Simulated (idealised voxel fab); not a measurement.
The process module that follows is named voxel capacitor over wiring.
This is section cut - it's 160 nm across, gridded in 5 nm square cells.
Bands, listed from the top down, are how a cross-section gets written in this document; the cross-section itself is a grid of square cells, and a band is one or more rows of them.
Band entry format. Leading values: height of top, height of bottom, nm. Remainder: materials in left-to-right order, each with its width in nm. Special words: "full width" on a single material, which then fills the band edge to edge; "air", empty space.
Heights are measured from 0, the level below which the as-received wafer is all one material; the lowest band has no bottom and continues downward, written as in "0 and below".
It should be noted that a width expressed as "30->40" varies in equal increments from row to row of cells within the band, taking the value of the first number at the top row and that of the second number at the bottom row.
Reading "left unchanged" for a step: not a cell of the cross-section changed in it.
In the "Sealed void list" entry, you get each enclosed empty space of 8 cells or more, one with no open way to the top, written width x height at distance, distance from the left edge, in nm.
Step line, after settings: the simulator's comment on this step.
You can add "overlay nm" to a step's line. For a step with a mask, it describes how far the mask lay to the right of its planned position, and a negative number describes a lay to the left.

### The steps planned for the process are as follows
1,RECEIVE (material Si)
2,CONFORMAL_DEP (material SiO2; thk nm 10)
3,DIRECTIONAL_DEP (material TiN; thk nm 5)
4,DIRECTIONAL_DEP (material Ru; thk nm 20)
5,PATTERN (tone cover; mask id METAL_1; material resist; width nm 25; pitch nm 75; thk nm 15; overlay nm 0)
6,DIRECTIONAL_ETCH (etch materials Ru; depth nm 20)
7,DIRECTIONAL_ETCH (etch materials TiN; depth nm 5)
8,STRIP (etch materials resist)
9,CONFORMAL_DEP (material SiCN; thk nm 5)
10,FILL_DEP (material lowk; thk nm 10)
11,CMP (height nm 35)
12,CONFORMAL_DEP (material SiCN; thk nm 5)
13,DIRECTIONAL_DEP (material lowk; thk nm 10)
14,PATTERN (tone open; mask id PLUG_1; material resist; width nm 15; thk nm 15; overlay nm 0)
15,DIRECTIONAL_ETCH (etch materials lowk; depth nm 10)
16,DIRECTIONAL_ETCH (etch materials SiCN; depth nm 5)
17,STRIP (etch materials resist)
18,CONFORMAL_DEP (material TiN; thk nm 5)
19,FILL_DEP (material Cu; thk nm 5)
20,CMP (height nm 50)
21,DIRECTIONAL_DEP (material TiN; thk nm 5)
22,DIRECTIONAL_DEP (material Al2O3; thk nm 5)
23,DIRECTIONAL_DEP (material TiN; thk nm 10)
24,MASKED_ETCH (tone cover; mask id UPPER_PLATE; width nm 55; etch materials TiN; depth nm 10; overlay nm 0)
25,MASKED_ETCH (tone cover; mask id UPPER_PLATE; width nm 55; etch materials Al2O3; depth nm 5; overlay nm 0)
26,MASKED_ETCH (tone cover; mask id LOWER_PLATE; width nm 65; etch materials TiN; depth nm 5; overlay nm 0)
27,FILL_DEP (material SiO2; thk nm 15)
28,CMP (height nm 80)
29,DIRECTIONAL_DEP (material aC; thk nm 15)
30,PATTERN (tone open; mask id PLUG_2; material resist; width nm 15; thk nm 35; overlay nm 0)
31,DIRECTIONAL_ETCH (etch materials aC; depth nm 15)
32,STRIP (etch materials resist)
33,DIRECTIONAL_ETCH (etch materials SiO2; depth nm 10)
34,STRIP (etch materials aC)
35,CONFORMAL_DEP (material TiN; thk nm 5)
36,FILL_DEP (material Cu; thk nm 10)
37,CMP (height nm 80)
38,CONFORMAL_DEP (material SiCN; thk nm 5)
Be aware that, although all wafers share a common starting state, the thk nm at step 38 differs among them, and the plan displays the first wafer's value.

### Received wafers, first of several: cross-section after step 1
* 0 and below | Si full width
* Sealed void list: none

### Quick key for the table: a row per wafer, taken at the end of the module. For each material it tells you how many cells the wafer gained (+) or lost (-) since it came in, and the closed voids come after
thk nm 5, +11 Al2O3, +3 Cu, +40 Ru, +99 SiCN, +204 SiO2, +57 TiN, +130 lowk, Sealed void list: none
thk nm 10, +11 Al2O3, +3 Cu, +40 Ru, +131 SiCN, +204 SiO2, +57 TiN, +130 lowk, Sealed void list: none
thk nm 15, +11 Al2O3, +3 Cu, +40 Ru, +163 SiCN, +204 SiO2, +57 TiN, +130 lowk, Sealed void list: none
thk nm 20, +11 Al2O3, +3 Cu, +40 Ru, +195 SiCN, +204 SiO2, +57 TiN, +130 lowk, Sealed void list: none
